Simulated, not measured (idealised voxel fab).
The document below concerns the process module designated voxel self aligned vias.
The cross-section on display is named cut; it measures 285 nm wide, and its cells are 5 nm squares.
Format of a cross-section: grid, square cells. Given as bands. Order: top down. Band: one or more rows of cells.
What a band's entry tells you: where the top is and where the bottom is, as heights in nm, and after that what lies inside, material by material from left to right, each with its width in nm. Empty space is written as the word "blank", and a single material marked with the word "throughout" occupies the band from edge to edge.
Heights are reckoned from 0. Under this level, the received wafer is all of one material. The bottommost band is open-ended downward, for example "0 nm and below".
With a width like "30 to 40", each row of cells in the band differs from the next by the same amount, the top row carrying the first number and the bottom row the second.
It should be understood that the words "left unchanged", when stated for a given step, signify that the cross-section underwent no change in any of its cells during that step.
Voids not open to the top, 8 cells minimum: see "Trapped cavities". Written width x height at distance; distance is from the left edge; nm.
after a step's settings: what the simulator itself notes on the step
"overlay nm" denotes, for a step that has a mask, the displacement of the mask to the right of its planned place, with negative values corresponding to the left.

[Process steps foreseen in the plan]
1 RECEIVE | material Si
2 CONFORMAL_DEP | material SiO2 | thk nm 10
3 CONFORMAL_DEP | material SiCN | thk nm 5
4 DIRECTIONAL_DEP | material SiO2 | thk nm 25
5 DIRECTIONAL_DEP | material aC | thk nm 10
6 PATTERN | tone open | mask id LINES | material resist | width nm 30 | pitch nm 75 | thk nm 30 | overlay nm 0
7 DIRECTIONAL_ETCH | etch materials aC | depth nm 10
8 STRIP | etch materials resist
9 DIRECTIONAL_ETCH | etch materials SiO2 | depth nm 25
10 STRIP | etch materials aC
11 CONFORMAL_DEP | material TiN | thk nm 5
12 FILL_DEP | material Ru | thk nm 10
13 CMP | height nm 40
14 SELECTIVE_ETCH | etch materials W Ru TiN | depth nm 10
15 FILL_DEP | material SiN | thk nm 10
16 CMP | height nm 40
17 DIRECTIONAL_DEP | material SiO2 | thk nm 15
18 PATTERN | tone open | mask id VIAS | material resist | width nm 50 | thk nm 15 | overlay nm 0
19 DIRECTIONAL_ETCH | etch materials SiO2 | depth nm 15
20 DIRECTIONAL_ETCH | etch materials SiN | depth nm 10
21 STRIP | etch materials resist
22 CONFORMAL_DEP | material TiN | thk nm 5
23 FILL_DEP | material Ru | thk nm 10
24 CMP | height nm 55
25 CONFORMAL_DEP | material SiCN | thk nm 5

[Incoming wafer, cross-sectional view, post step 1]
* 0 nm and below = Si throughout
* Trapped cavities: none

[Here's the cross-section of the first of our two wafers at the end of the module - it ran as planned]
* 60 nm to 55 nm = SiCN throughout
* 55 nm to 45 nm = SiO2 (80), TiN (5), Ru (40), TiN (5), SiO2 (155)
* 45 nm to 40 nm = SiO2 (80), TiN (15), Ru (20), TiN (15), SiO2 (155)
* 40 nm to 35 nm = SiO2 (90), TiN (5), Ru (20), TiN (5), SiO2 (45), SiN (30), SiO2 (90)
* 35 nm to 30 nm = SiO2 (90), TiN (30), SiO2 (45), SiN (30), SiO2 (90)
* 30 nm to 20 nm = SiO2 (90), TiN (5), Ru (20), TiN (5), SiO2 (45), TiN (5), Ru (20), TiN (5), SiO2 (90)
* 20 nm to 15 nm = SiO2 (90), TiN (30), SiO2 (45), TiN (30), SiO2 (90)
* 15 nm to 10 nm = SiCN throughout
* 10 nm to 0 nm = SiO2 throughout
* 0 nm and below = Si throughout
* Trapped cavities: none

[Same start, same plan as the first wafer - but one mistake in the run. Cross-section of the second of the two at the end of the module]
* 60 nm to 55 nm = SiCN throughout
* 55 nm to 45 nm = SiO2 (80), TiN (5), Ru (40), TiN (5), SiO2 (155)
* 45 nm to 40 nm = SiO2 (80), TiN (50), SiO2 (155)
* 40 nm to 35 nm = SiCN throughout
* 35 nm to 0 nm = SiO2 throughout
* 0 nm and below = Si throughout
* Trapped cavities: none
Which mistake was made when the wafer was run? the run placed steps 3 and 4 each in the position the plan gave to the other
In the final state, the cell counts of the second wafer exceed or fall short of those of the first for the following materials: 24 fewer of Ru, 12 fewer of SiN, 60 more of SiO2, 24 fewer of TiN
